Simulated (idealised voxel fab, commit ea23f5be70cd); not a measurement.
process module | voxel capacitor over wiring
cross-section cut | 300 nm wide | cells 5 nm
A cross-section is a grid of square cells, given in bands from the top down. A band is one or more rows of cells.
Each band's line starts with the height of the band's top and of its bottom, in nm. Then come its materials from left to right, each with its width in nm. One material with "throughout" fills the band from edge to edge. "air" is empty space.
Height 0 is the level under which the wafer as received is all one material. The lowest band goes on downwards, as in "0 down".
A width such as "30 to 40" changes by the same amount from each row of cells to the next, from the band's top row to its bottom row.
"no change" after a step means that no cell of the cross-section changed.
closed voids: empty space of 8 cells or more with no open way to the top, each as width x height at its distance from the left edge, in nm
after a step's settings: what the simulator itself notes on the step
overlay nm, on a step with a mask: how far to the right of its planned place the mask lay; to the left if negative
plan
1 op RECEIVE | material Si
2 op CONFORMAL_DEP | material SiO2 | thk nm 15
3 op DIRECTIONAL_DEP | material TiN | thk nm 5
4 op DIRECTIONAL_DEP | material Ru | thk nm 20
5 op PATTERN | tone cover | mask id METAL_1 | material resist | width nm 20 | pitch nm 75 | thk nm 20 | overlay nm 0
6 op DIRECTIONAL_ETCH | etch materials Ru | depth nm 20
7 op DIRECTIONAL_ETCH | etch materials TiN | depth nm 5
8 op STRIP | etch materials resist
9 op FILL_DEP | material SiO2 | thk nm 5
10 op CMP | height nm 40
11 op CONFORMAL_DEP | material SiCN | thk nm 5
12 op DIRECTIONAL_DEP | material lowk | thk nm 20
13 op MASKED_ETCH | tone open | mask id PLUG_1 | width nm 15 | etch materials lowk | depth nm 20 | overlay nm 0
14 op MASKED_ETCH | tone open | mask id PLUG_1 | width nm 15 | etch materials SiCN | depth nm 5 | overlay nm 0
15 op EPI | material Ru | thk nm 10
16 op EPI | material Ru | thk nm 10
17 op EPI | material Ru | thk nm 5
18 op DIRECTIONAL_DEP | material TiN | thk nm 5
19 op DIRECTIONAL_DEP | material SiN | thk nm 5
20 op DIRECTIONAL_DEP | material TiN | thk nm 10
21 op PATTERN | tone cover | mask id UPPER_PLATE | material resist | width nm 60 | thk nm 20 | overlay nm 0
22 op DIRECTIONAL_ETCH | etch materials TiN | depth nm 10
23 op DIRECTIONAL_ETCH | etch materials SiN | depth nm 5
24 op STRIP | etch materials resist
25 op MASKED_ETCH | tone cover | mask id LOWER_PLATE | width nm 70 | etch materials TiN | depth nm 5 | overlay nm 0
26 op FILL_DEP | material SiO2 | thk nm 15
27 op CMP | height nm 95
28 op PATTERN | tone open | mask id PLUG_2 | material resist | width nm 15 | thk nm 15 | overlay nm 0
29 op DIRECTIONAL_ETCH | etch materials SiO2 | depth nm 10
30 op STRIP | etch materials resist
31 op CONFORMAL_DEP | material TiN | thk nm 5
32 op FILL_DEP | material W | thk nm 10
33 op CMP | height nm 95
34 op CONFORMAL_DEP | material SiCN | thk nm 5
first wafer, as planned
as received, after step 1
  0 down: Si throughout
  closed voids: none
after step 2
  15 to 0: SiO2 throughout
  below 0: unchanged
after step 3
  20 to 15: TiN throughout
  below 15: unchanged
after step 4
  40 to 20: Ru throughout
  below 20: unchanged
after step 5
  60 to 40: air 100 | resist 20 | air 55 | resist 20 | air 105
  below 40: unchanged
after step 6
  60 to 40: air 100 | resist 20 | air 55 | resist 20 | air 105
  40 to 20: air 100 | Ru 20 | air 55 | Ru 20 | air 105
  below 20: unchanged
after step 7
  60 to 40: air 100 | resist 20 | air 55 | resist 20 | air 105
  40 to 20: air 100 | Ru 20 | air 55 | Ru 20 | air 105
  20 to 15: air 100 | TiN 20 | air 55 | TiN 20 | air 105
  below 15: unchanged
after step 8
  40 to 20: air 100 | Ru 20 | air 55 | Ru 20 | air 105
  below 20: unchanged
after step 9
  45 to 40: SiO2 throughout
  40 to 20: SiO2 100 | Ru 20 | SiO2 55 | Ru 20 | SiO2 105
  20 to 15: SiO2 100 | TiN 20 | SiO2 55 | TiN 20 | SiO2 105
  below 15: unchanged
after step 10
  40 to 20: SiO2 100 | Ru 20 | SiO2 55 | Ru 20 | SiO2 105
  below 20: unchanged
after step 11
  45 to 40: SiCN throughout
  below 40: unchanged
after step 12
  65 to 45: lowk throughout
  below 45: unchanged
after step 13
  65 to 45: lowk 105 | air 15 | lowk 180
  below 45: unchanged
after step 14
  65 to 45: lowk 105 | air 15 | lowk 180
  45 to 40: SiCN 105 | air 15 | SiCN 180
  below 40: unchanged
after step 15
  65 to 50: lowk 105 | air 15 | lowk 180
  50 to 45: lowk 105 | Ru 15 | lowk 180
  45 to 40: SiCN 105 | Ru 15 | SiCN 180
  below 40: unchanged
after step 16
  65 to 60: lowk 105 | air 15 | lowk 180
  60 to 45: lowk 105 | Ru 15 | lowk 180
  below 45: unchanged
after step 17
  65 to 45: lowk 105 | Ru 15 | lowk 180
  below 45: unchanged
after step 18
  70 to 65: TiN throughout
  below 65: unchanged
after step 19
  75 to 70: SiN throughout
  below 70: unchanged
after step 20
  85 to 75: TiN throughout
  below 75: unchanged
after step 21
  105 to 85: air 105 | resist 60 | air 135
  below 85: unchanged
after step 22
  105 to 85: air 105 | resist 60 | air 135
  85 to 75: air 105 | TiN 60 | air 135
  below 75: unchanged
after step 23
  105 to 85: air 105 | resist 60 | air 135
  85 to 75: air 105 | TiN 60 | air 135
  75 to 70: air 105 | SiN 60 | air 135
  below 70: unchanged
after step 24
  85 to 75: air 105 | TiN 60 | air 135
  below 75: unchanged
after step 25
  85 to 75: air 105 | TiN 60 | air 135
  75 to 70: air 105 | SiN 60 | air 135
  70 to 65: air 100 | TiN 70 | air 130
  below 65: unchanged
after step 26
  100 to 85: SiO2 throughout
  85 to 75: SiO2 105 | TiN 60 | SiO2 135
  75 to 70: SiO2 105 | SiN 60 | SiO2 135
  70 to 65: SiO2 100 | TiN 70 | SiO2 130
  below 65: unchanged
after step 27
  95 to 85: SiO2 throughout
  below 85: unchanged
after step 28
  110 to 95: resist 115 | air 15 | resist 170
  below 95: unchanged
after step 29
  110 to 95: resist 115 | air 15 | resist 170
  95 to 85: SiO2 115 | air 15 | SiO2 170
  below 85: unchanged
after step 30
  95 to 85: SiO2 115 | air 15 | SiO2 170
  below 85: unchanged
after step 31
  100 to 95: TiN 120 | air 5 | TiN 175
  95 to 90: SiO2 115 | TiN 5 | air 5 | TiN 5 | SiO2 170
  90 to 85: SiO2 115 | TiN 15 | SiO2 170
  below 85: unchanged
after step 32
  110 to 100: W throughout
  100 to 95: TiN 120 | W 5 | TiN 175
  95 to 90: SiO2 115 | TiN 5 | W 5 | TiN 5 | SiO2 170
  below 90: unchanged
after step 33
  95 to 90: SiO2 115 | TiN 5 | W 5 | TiN 5 | SiO2 170
  below 90: unchanged
after step 34
  100 to 95: SiCN throughout
  below 95: unchanged
second wafer: like start, like plan, one mistake. Through step 12 it matches the first wafer
when step 13 should have ended
  65 to 45: lowk 100 | air 25 | lowk 175
  below 45: unchanged
when step 14 should have ended
  65 to 45: lowk 100 | air 25 | lowk 175
  45 to 40: SiCN 105 | air 15 | SiCN 180
  below 40: unchanged
when step 15 should have ended
  65 to 50: lowk 100 | air 25 | lowk 175
  50 to 45: lowk 100 | Ru 25 | lowk 175
  45 to 40: SiCN 105 | Ru 15 | SiCN 180
  below 40: unchanged
when step 16 should have ended
  65 to 60: lowk 100 | air 25 | lowk 175
  60 to 45: lowk 100 | Ru 25 | lowk 175
  below 45: unchanged
when step 17 should have ended
  65 to 45: lowk 100 | Ru 25 | lowk 175
  below 45: unchanged
when step 18 should have ended
  70 to 65: TiN throughout
  below 65: unchanged
when step 19 should have ended
  75 to 70: SiN throughout
  below 70: unchanged
when step 20 should have ended
  85 to 75: TiN throughout
  below 75: unchanged
when step 21 should have ended
  105 to 85: air 105 | resist 60 | air 135
  below 85: unchanged
when step 22 should have ended
  105 to 85: air 105 | resist 60 | air 135
  85 to 75: air 105 | TiN 60 | air 135
  below 75: unchanged
when step 23 should have ended
  105 to 85: air 105 | resist 60 | air 135
  85 to 75: air 105 | TiN 60 | air 135
  75 to 70: air 105 | SiN 60 | air 135
  below 70: unchanged
when step 24 should have ended
  85 to 75: air 105 | TiN 60 | air 135
  below 75: unchanged
when step 25 should have ended
  85 to 75: air 105 | TiN 60 | air 135
  75 to 70: air 105 | SiN 60 | air 135
  70 to 65: air 100 | TiN 70 | air 130
  below 65: unchanged
when step 26 should have ended
  100 to 85: SiO2 throughout
  85 to 75: SiO2 105 | TiN 60 | SiO2 135
  75 to 70: SiO2 105 | SiN 60 | SiO2 135
  70 to 65: SiO2 100 | TiN 70 | SiO2 130
  below 65: unchanged
when step 27 should have ended
  95 to 85: SiO2 throughout
  below 85: unchanged
when step 28 should have ended
  110 to 95: resist 115 | air 15 | resist 170
  below 95: unchanged
when step 29 should have ended
  110 to 95: resist 115 | air 15 | resist 170
  95 to 85: SiO2 115 | air 15 | SiO2 170
  below 85: unchanged
when step 30 should have ended
  95 to 85: SiO2 115 | air 15 | SiO2 170
  below 85: unchanged
when step 31 should have ended
  100 to 95: TiN 120 | air 5 | TiN 175
  95 to 90: SiO2 115 | TiN 5 | air 5 | TiN 5 | SiO2 170
  90 to 85: SiO2 115 | TiN 15 | SiO2 170
  below 85: unchanged
when step 32 should have ended
  110 to 100: W throughout
  100 to 95: TiN 120 | W 5 | TiN 175
  95 to 90: SiO2 115 | TiN 5 | W 5 | TiN 5 | SiO2 170
  below 90: unchanged
when step 33 should have ended
  95 to 90: SiO2 115 | TiN 5 | W 5 | TiN 5 | SiO2 170
  below 90: unchanged
when step 34 should have ended
  100 to 95: SiCN throughout
  below 95: unchanged
what went wrong: step 13 ran as: op MASKED_ETCH | tone open | mask id PLUG_1 | width nm 25 | etch materials lowk | depth nm 20 | overlay nm 0
at the end the second wafer has, in cells: 8 more of Ru | 8 fewer of lowk
